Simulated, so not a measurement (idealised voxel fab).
Process module heading - voxel gate over fins
For reference, the cross-section in this document is cut, with width 250 nm and square cells of 5 nm.
Cross-section format: a grid of square cells, given as bands from top to bottom; each band is one or more rows of cells. Band: top height; bottom height; in nm. Then, left to right: material with width in nm, for each material. "edge to edge": a single material spanning edge to edge. "air": empty space. Counting heights begins at 0, where everything beneath is, in the wafer as received, one material. The lowest band has no bottom; it goes on downwards, as "0 and below" shows. A width given as "30->40" starts at the first number in the band's top row and ends at the second number in its bottom row, shifting by an equal amount at every step from row to row. It should be understood that the words "no modification", when stated for a given step, signify that the cross-section underwent no change in any of its cells during that step. What "Sealed-off cavities" gives you is every empty space of 8 cells or more that is cut off from the top. Each appears as width x height at distance, with the distance taken from the left edge and width, height and distance all in nm. after a step's settings: what the simulator itself notes on the step. "overlay nm" on a masked step: distance the mask lay right of its planned place, negative for left.

### Listed below are the process steps as planned
1: RECEIVE: material Si
2: CONFORMAL_DEP: material SiN, thk nm 5
3: PATTERN: tone cover, mask id FINS, material resist, width nm 15, pitch nm 35, thk nm 15, overlay nm 0
4: DIRECTIONAL_ETCH: etch materials SiN, depth nm 5
5: DIRECTIONAL_ETCH: etch materials Si, depth nm 40
6: STRIP: etch materials resist
7: FILL_DEP: material SiO2, thk nm 15
8: CMP: height nm 5
9: SELECTIVE_ETCH: etch materials SiO2, depth nm 15
10: STRIP: etch materials SiN
11: CONFORMAL_DEP: material HfO2, thk nm 5
12: CONFORMAL_DEP: material TiN, thk nm 5
13: FILL_DEP: material W, thk nm 10
14: CMP: height nm 5
15: CONFORMAL_DEP: material SiCN, thk nm 5
It is noted that the wafers described herein are identical at the outset and are distinguished by the height nm of step 14; the value stated in the plan corresponds to the first wafer.

### Cross-section of the first of several wafers on receipt, reflecting completion of step 1
	0 and below  Si edge to edge
	Sealed-off cavities: none

### each wafer at the end: cells of each material gained (+) or lost (-) since it was received, then its closed voids
height nm 5, +62 HfO2, -328 Si, +50 SiCN, +246 SiO2, +41 TiN, +29 W, Sealed-off cavities: none
height nm 10, +62 HfO2, -328 Si, +50 SiCN, +246 SiO2, +62 TiN, +58 W, Sealed-off cavities: none
height nm 15, +62 HfO2, -328 Si, +50 SiCN, +246 SiO2, +62 TiN, +108 W, Sealed-off cavities: none
height nm 20, +62 HfO2, -328 Si, +50 SiCN, +246 SiO2, +62 TiN, +158 W, Sealed-off cavities: none
